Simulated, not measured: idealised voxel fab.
The process module presented herein is designated voxel trench capacitor.
Each square cell in cross-section cut measures 5 nm, and the section as a whole is 265 nm wide.
Heads up, the way a cross-section reads in here is a grid of square cells, handed over as bands from the top down, with every band being one or more rows of cells. Quick guide to a band line: top height, bottom height (nm) up front; then every material left to right with its width in nm. Only one material and it's marked "all across"? Then it fills the band edge to edge. And "air" just means empty space. It should be noted that heights are counted from 0, beneath which the wafer as supplied is of one material throughout, and that the lowest band possesses no lower boundary but continues downward, as written in "z 0 and below". Width "30 to 40": first value at the band's top row of cells, second value at its bottom row, equal change from row to row. What does "no change" mean for a step? It means no cell of the cross-section changed in that step. Each empty space that has no open way to the top and spans at least 8 cells appears under "Sealed void listing" as width x height at distance, the distance counted from the left edge, all in nm. Formally, on a step line, whatever follows the settings is a remark that the simulator itself makes on the step. A step's line can hold "overlay nm"; with a mask on that step, the setting says how far right of the planned place the mask lay, while a negative setting says it lay to the left.

# Listed below are the process steps as planned
- 1: RECEIVE with material Si
- 2: CONFORMAL_DEP with material SiN, thk nm 5
- 3: MASKED_ETCH with tone open, mask id TRENCH, width nm 25, pitch nm 45, etch materials SiN, depth nm 5, overlay nm 0
- 4: MASKED_ETCH with tone open, mask id TRENCH, width nm 25, pitch nm 45, etch materials Si, depth nm 30, overlay nm 0
- 5: CONFORMAL_DEP with material HfO2, thk nm 5
- 6: CONFORMAL_DEP with material TiN, thk nm 5
- 7: FILL_DEP with material W, thk nm 5
- 8: CMP with height nm 5

# Below: the first of two wafers, run as planned

# Wafer at receipt (post step 1), cross-section
    z 0 and below  Si all across
    Sealed void listing: none

# Sectional view: wafer, after step 2
    z 5 to 0  SiN all across
    Everything under 0 stays put, no change at all.

# Sectional view: wafer, after step 3
    z 5 to 0  75 SiN; 25 air; 20 SiN; 25 air; 20 SiN; 25 air; 75 SiN
    Everything under 0 stays put, no change at all.

# Sectional view: wafer, after step 4
    z 5 to 0  75 SiN; 25 air; 20 SiN; 25 air; 20 SiN; 25 air; 75 SiN
    z 0 to -30  75 Si; 25 air; 20 Si; 25 air; 20 Si; 25 air; 75 Si
    Everything under -30 stays put, no change at all.

# Sectional view: wafer, after step 5
    z 10 to 5  80 HfO2; 15 air; 30 HfO2; 15 air; 30 HfO2; 15 air; 80 HfO2
    z 5 to 0  75 SiN; 5 HfO2; 15 air; 5 HfO2; 20 SiN; 5 HfO2; 15 air; 5 HfO2; 20 SiN; 5 HfO2; 15 air; 5 HfO2; 75 SiN
    z 0 to -25  75 Si; 5 HfO2; 15 air; 5 HfO2; 20 Si; 5 HfO2; 15 air; 5 HfO2; 20 Si; 5 HfO2; 15 air; 5 HfO2; 75 Si
    z -25 to -30  75 Si; 25 HfO2; 20 Si; 25 HfO2; 20 Si; 25 HfO2; 75 Si
    Everything under -30 stays put, no change at all.

# Sectional view: wafer, after step 6
    z 15 to 10  85 TiN; 5 air; 40 TiN; 5 air; 40 TiN; 5 air; 85 TiN
    z 10 to 5  80 HfO2; 5 TiN; 5 air; 5 TiN; 30 HfO2; 5 TiN; 5 air; 5 TiN; 30 HfO2; 5 TiN; 5 air; 5 TiN; 80 HfO2
    z 5 to 0  75 SiN; 5 HfO2; 5 TiN; 5 air; 5 TiN; 5 HfO2; 20 SiN; 5 HfO2; 5 TiN; 5 air; 5 TiN; 5 HfO2; 20 SiN; 5 HfO2; 5 TiN; 5 air; 5 TiN; 5 HfO2; 75 SiN
    z 0 to -20  75 Si; 5 HfO2; 5 TiN; 5 air; 5 TiN; 5 HfO2; 20 Si; 5 HfO2; 5 TiN; 5 air; 5 TiN; 5 HfO2; 20 Si; 5 HfO2; 5 TiN; 5 air; 5 TiN; 5 HfO2; 75 Si
    z -20 to -25  75 Si; 5 HfO2; 15 TiN; 5 HfO2; 20 Si; 5 HfO2; 15 TiN; 5 HfO2; 20 Si; 5 HfO2; 15 TiN; 5 HfO2; 75 Si
    Everything under -25 stays put, no change at all.

# Sectional view: wafer, after step 7
    z 20 to 15  W all across
    z 15 to 10  85 TiN; 5 W; 40 TiN; 5 W; 40 TiN; 5 W; 85 TiN
    z 10 to 5  80 HfO2; 5 TiN; 5 W; 5 TiN; 30 HfO2; 5 TiN; 5 W; 5 TiN; 30 HfO2; 5 TiN; 5 W; 5 TiN; 80 HfO2
    z 5 to 0  75 SiN; 5 HfO2; 5 TiN; 5 W; 5 TiN; 5 HfO2; 20 SiN; 5 HfO2; 5 TiN; 5 W; 5 TiN; 5 HfO2; 20 SiN; 5 HfO2; 5 TiN; 5 W; 5 TiN; 5 HfO2; 75 SiN
    z 0 to -20  75 Si; 5 HfO2; 5 TiN; 5 W; 5 TiN; 5 HfO2; 20 Si; 5 HfO2; 5 TiN; 5 W; 5 TiN; 5 HfO2; 20 Si; 5 HfO2; 5 TiN; 5 W; 5 TiN; 5 HfO2; 75 Si
    Everything under -20 stays put, no change at all.

# Sectional view: wafer, after step 8
    z 5 to 0  75 SiN; 5 HfO2; 5 TiN; 5 W; 5 TiN; 5 HfO2; 20 SiN; 5 HfO2; 5 TiN; 5 W; 5 TiN; 5 HfO2; 20 SiN; 5 HfO2; 5 TiN; 5 W; 5 TiN; 5 HfO2; 75 SiN
    Everything under 0 stays put, no change at all.

# Second of two: same start, same plan, one run error; steps up to and including 2 match the first

# Here is the second wafer in cross-section at the point where step 3 of the plan should have been done
    z 5 to 0  65 SiN; 25 air; 20 SiN; 25 air; 20 SiN; 25 air; 85 SiN
    Everything under 0 stays put, no change at all.

# Here is the second wafer in cross-section at the point where step 4 of the plan should have been done
    z 5 to 0  65 SiN; 25 air; 20 SiN; 25 air; 20 SiN; 25 air; 85 SiN
    z 0 to -30  75 Si; 15 air; 30 Si; 15 air; 30 Si; 15 air; 85 Si
    Everything under -30 stays put, no change at all.

# Here is the second wafer in cross-section at the point where step 5 of the plan should have been done
    z 10 to 5  70 HfO2; 15 air; 30 HfO2; 15 air; 30 HfO2; 15 air; 90 HfO2
    z 5 to 0  65 SiN; 15 HfO2; 5 air; 5 HfO2; 20 SiN; 15 HfO2; 5 air; 5 HfO2; 20 SiN; 15 HfO2; 5 air; 5 HfO2; 85 SiN
    z 0 to -25  75 Si; 5 HfO2; 5 air; 5 HfO2; 30 Si; 5 HfO2; 5 air; 5 HfO2; 30 Si; 5 HfO2; 5 air; 5 HfO2; 85 Si
    z -25 to -30  75 Si; 15 HfO2; 30 Si; 15 HfO2; 30 Si; 15 HfO2; 85 Si
    Everything under -30 stays put, no change at all.

# Here is the second wafer in cross-section at the point where step 6 of the plan should have been done
    z 15 to 10  75 TiN; 5 air; 40 TiN; 5 air; 40 TiN; 5 air; 95 TiN
    z 10 to 5  70 HfO2; 15 TiN; 30 HfO2; 15 TiN; 30 HfO2; 15 TiN; 90 HfO2
    z 5 to 0  65 SiN; 15 HfO2; 5 TiN; 5 HfO2; 20 SiN; 15 HfO2; 5 TiN; 5 HfO2; 20 SiN; 15 HfO2; 5 TiN; 5 HfO2; 85 SiN
    z 0 to -25  75 Si; 5 HfO2; 5 TiN; 5 HfO2; 30 Si; 5 HfO2; 5 TiN; 5 HfO2; 30 Si; 5 HfO2; 5 TiN; 5 HfO2; 85 Si
    Everything under -25 stays put, no change at all.

# Here is the second wafer in cross-section at the point where step 7 of the plan should have been done
    z 20 to 15  W all across
    z 15 to 10  75 TiN; 5 W; 40 TiN; 5 W; 40 TiN; 5 W; 95 TiN
    Everything under 10 stays put, no change at all.

# Here is the second wafer in cross-section at the point where step 8 of the plan should have been done
    z 5 to 0  65 SiN; 15 HfO2; 5 TiN; 5 HfO2; 20 SiN; 15 HfO2; 5 TiN; 5 HfO2; 20 SiN; 15 HfO2; 5 TiN; 5 HfO2; 85 SiN
    Everything under 0 stays put, no change at all.
Finding, execution versus plan: planned and actual differ for step 3; actual: MASKED_ETCH with tone open, mask id TRENCH, width nm 25, pitch nm 45, etch materials SiN, depth nm 5, overlay nm -10
At the finish, the second wafer shows more or fewer cells for some materials than the first does: Si: 36 more | TiN: 21 fewer | W: 15 fewer
